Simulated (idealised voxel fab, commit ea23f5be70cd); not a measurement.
Module name: voxel transistor to metal (process module)
In the cross-section labelled cut, the width is 185 nm and each square cell is 5 nm.
In this document a cross-section is written as a grid of square cells. It is given as a series of bands, listed from the top down, and a band is one or more rows of cells.
Basically the band line says how high the top is and how high the bottom is, in nm, and then what's in it from left to right, every material with its width in nm. Empty space shows up as "blank", and if a single material carries "all across" it runs the full band edge to edge.
For the purposes of this specification, 0 denotes the height below which the wafer in its as-received condition is composed wholly of one material, and the lowermost band, lacking a lower limit, extends downward without end, as expressed in "0 and below".
It should be noted that a width expressed as "30->40" varies in equal increments from row to row of cells within the band, taking the value of the first number at the top row and that of the second number at the bottom row.
Where a step carries "no modification", the cross-section came out of it unchanged, cell for cell.
Reported under the label "Unvented voids" are the empty spaces having no open way to the top and comprising 8 cells or more; the notation for each is width x height at distance, in which the distance is measured from the left edge and all three values are in nm.
Past the settings on a step's line: simulator remark, on that step.
Regarding "overlay nm": on a step with a mask, it is the distance the mask lay to the right of its planned place; a negative value places it to the left.

The process steps that were planned are listed below
step 1: op RECEIVE | material Si
step 2: op CONFORMAL_DEP | material SiO2 | thk nm 5
step 3: op CONFORMAL_DEP | material SiN | thk nm 15
step 4: op PATTERN | tone cover | mask id ACTIVE | material resist | width nm 105 | thk nm 15 | overlay nm 0
step 5: op DIRECTIONAL_ETCH | etch materials SiN | depth nm 15
step 6: op DIRECTIONAL_ETCH | etch materials SiO2 | depth nm 5
step 7: op DIRECTIONAL_ETCH | etch materials Si | depth nm 20
step 8: op STRIP | etch materials resist
step 9: op FILL_DEP | material SiO2 | thk nm 15
step 10: op CMP | height nm 20
step 11: op SELECTIVE_ETCH | etch materials SiO2 | depth nm 10
step 12: op STRIP | etch materials SiN
step 13: op SELECTIVE_ETCH | etch materials SiO2 | depth nm 5
step 14: op OXIDIZE | depth nm 5
step 15: op DIRECTIONAL_DEP | material polySi | thk nm 25
step 16: op DIRECTIONAL_DEP | material SiCN | thk nm 10
step 17: op DIRECTIONAL_DEP | material aC | thk nm 15
step 18: op PATTERN | tone cover | mask id GATE | material resist | width nm 25 | thk nm 30 | overlay nm 0
step 19: op DIRECTIONAL_ETCH | etch materials aC | depth nm 15
step 20: op STRIP | etch materials resist
step 21: op DIRECTIONAL_ETCH | etch materials SiCN | depth nm 20
step 22: op DIRECTIONAL_ETCH | etch materials polySi | depth nm 35
step 23: op STRIP | etch materials aC
step 24: op CONFORMAL_DEP | material SiO2 | thk nm 5
step 25: op DIRECTIONAL_ETCH | etch materials SiO2 | depth nm 5
step 26: op CONFORMAL_DEP | material SiN | thk nm 5
step 27: op DIRECTIONAL_ETCH | etch materials SiN | depth nm 5
step 28: op DIRECTIONAL_ETCH | etch materials SiO2 | depth nm 5
step 29: op DIRECTIONAL_ETCH | etch materials Si | depth nm 5
step 30: op EPI | material nSi | thk nm 10
step 31: op FILL_DEP | material SiO2 | thk nm 5
step 32: op CMP | height nm 25
step 33: op STRIP | etch materials polySi
step 34: op SELECTIVE_ETCH | etch materials SiO2 | depth nm 5
step 35: op CONFORMAL_DEP | material HfO2 | thk nm 5
step 36: op CONFORMAL_DEP | material TiN | thk nm 5
step 37: op FILL_DEP | material W | thk nm 10
step 38: op CMP | height nm 20
step 39: op DIRECTIONAL_DEP | material SiO2 | thk nm 15
step 40: op MASKED_ETCH | tone open | mask id CONTACT | width nm 15 | pitch nm 70 | etch materials SiO2 | depth nm 35 | overlay nm 0
step 41: op CONFORMAL_DEP | material TiN | thk nm 5
step 42: op FILL_DEP | material Ru | thk nm 10
step 43: op CMP | height nm 35
step 44: op CONFORMAL_DEP | material SiCN | thk nm 5
step 45: op DIRECTIONAL_DEP | material lowk | thk nm 20
step 46: op MASKED_ETCH | tone open | mask id METAL_1 | width nm 15 | pitch nm 70 | etch materials lowk | depth nm 20 | overlay nm 0
step 47: op MASKED_ETCH | tone open | mask id METAL_1 | width nm 15 | pitch nm 70 | etch materials SiCN | depth nm 5 | overlay nm 0
step 48: op CONFORMAL_DEP | material TiN | thk nm 5
step 49: op FILL_DEP | material Cu | thk nm 5
step 50: op CMP | height nm 60
step 51: op EPI | material Ru | thk nm 5
step 52: op FILL_DEP | material SiCN | thk nm 5
step 53: op DIRECTIONAL_DEP | material SiO2 | thk nm 30
step 54: op PATTERN | tone open | mask id METAL_2 | material resist | width nm 15 | pitch nm 70 | thk nm 15 | overlay nm 0
step 55: op DIRECTIONAL_ETCH | etch materials SiO2 | depth nm 20
step 56: op STRIP | etch materials resist
step 57: op MASKED_ETCH | tone open | mask id METAL_2_HOLES | width nm 15 | pitch nm 70 | etch materials SiO2 | depth nm 10 | overlay nm 0
step 58: op MASKED_ETCH | tone open | mask id METAL_2_HOLES | width nm 15 | pitch nm 70 | etch materials SiCN | depth nm 5 | overlay nm 0
step 59: op CONFORMAL_DEP | material TiN | thk nm 5
step 60: op FILL_DEP | material Ru | thk nm 5
step 61: op CMP | height nm 100
step 62: op CONFORMAL_DEP | material SiCN | thk nm 5

Cross-section, incoming material, after step 1
    0 and below | Si all across
    Unvented voids: none

Figure: cross-sectional view of the wafer upon completion of the module, processed from the initial state and according to the plan depicted above, with one error introduced during execution
    105 down to 100 | SiCN all across
    100 down to 70 | SiO2 50 | TiN 5 | Ru 5 | TiN 5 | SiO2 55 | TiN 5 | Ru 5 | TiN 5 | SiO2 50
    70 down to 65 | SiCN 50 | TiN 15 | SiCN 55 | TiN 15 | SiCN 50
    65 down to 60 | SiCN 45 | Ru 25 | SiCN 45 | Ru 25 | SiCN 45
    60 down to 40 | lowk 50 | TiN 5 | Cu 5 | TiN 5 | lowk 55 | TiN 5 | Cu 5 | TiN 5 | lowk 50
    40 down to 35 | SiCN 50 | TiN 15 | SiCN 55 | TiN 15 | SiCN 50
    35 down to 25 | SiO2 50 | TiN 5 | Ru 5 | TiN 5 | SiO2 55 | TiN 5 | Ru 5 | TiN 5 | SiO2 50
    25 down to 20 | SiO2 50 | TiN 15 | SiO2 55 | TiN 15 | SiO2 50
    20 down to 5 | SiO2 40 | SiN 105 | SiO2 40
    5 down to 0 | SiO2 all across
    0 down to -20 | SiO2 40 | Si 105 | SiO2 40
    -20 and below | Si all across
    Unvented voids: none
Against the plan, the run slipped here: step 10 of the plan never got run, it was skipped over
